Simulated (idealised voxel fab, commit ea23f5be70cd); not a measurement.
Herein follows the process module entitled voxel spacer lines.
In the cross-section labelled cut, the width is 220 nm and each square cell is 5 nm.
Each cross-section below is a grid of square cells, stated as bands in top-down order, with one or more rows of cells making up each band. Band entry format. Leading values: height of top, height of bottom, nm. Remainder: materials in left-to-right order, each with its width in nm. Special words: "full width" on a single material, which then fills the band edge to edge; "blank", empty space. Heights are measured from 0, the level below which the as-received wafer is all one material; the lowest band has no bottom and continues downward, written as in "0 down". So if you see something like "30 to 40" for the width, read it as the top row of the band sitting at the first number and the bottom row at the second, with every row in between moving by the same amount as the last. It should be understood that the words "nothing was modified", when stated for a given step, signify that the cross-section underwent no change in any of its cells during that step. The list in "Non-vented voids" covers empty spaces of 8 cells or more that cannot reach the top through any open way, and it gives each as width x height at distance; the distance is from the left edge, and width, height and distance are in nm. If you see something after the settings on a step's line, that's the simulator's own remark about that step. If you see "overlay nm" on a step's line and that step has a mask, it's telling you how far right of where it was planned the mask ended up; a negative number means it went left instead.
**The planned process steps are enumerated hereunder**
| 1 | RECEIVE [material Si] |
| 2 | CONFORMAL_DEP [material Al2O3] [thk nm 10] |
| 3 | DIRECTIONAL_DEP [material SiN] [thk nm 10] |
| 4 | DIRECTIONAL_DEP [material aC] [thk nm 25] |
| 5 | PATTERN [tone cover] [mask id MANDREL] [material resist] [width nm 15] [pitch nm 60] [thk nm 30] [overlay nm 0] |
| 6 | DIRECTIONAL_ETCH [etch materials aC] [depth nm 25] |
| 7 | STRIP [etch materials resist] |
| 8 | CONFORMAL_DEP [material SiO2] [thk nm 15] |
| 9 | DIRECTIONAL_ETCH [etch materials SiO2] [depth nm 15] |
| 10 | STRIP [etch materials aC] |
| 11 | DIRECTIONAL_ETCH [etch materials SiN] [depth nm 10] |
| 12 | STRIP [etch materials SiO2] |
| 13 | FILL_DEP [material SiO2] [thk nm 5] |
| 14 | CMP [height nm 20] |
**As-received state of the wafer in cross-section, equivalent to post-step 1**
- 0 down = Si full width
- Non-vented voids: none
**Result of the module, cross-sectioned: start per above, plan per above, one error in how it was run**
- 20 to 10 = SiO2 (25) / SiN (15) / SiO2 (20) / SiN (15) / SiO2 (10) / SiN (15) / SiO2 (20) / SiN (15) / SiO2 (10) / SiN (15) / SiO2 (20) / SiN (15) / SiO2 (25)
- 10 to 0 = Al2O3 full width
- 0 down = Si full width
- Non-vented voids: none
Finding, execution versus plan: step 5 went in with a setting other than planned; the actual run was PATTERN [tone cover] [mask id MANDREL] [material resist] [width nm 20] [pitch nm 60] [thk nm 30] [overlay nm 0]
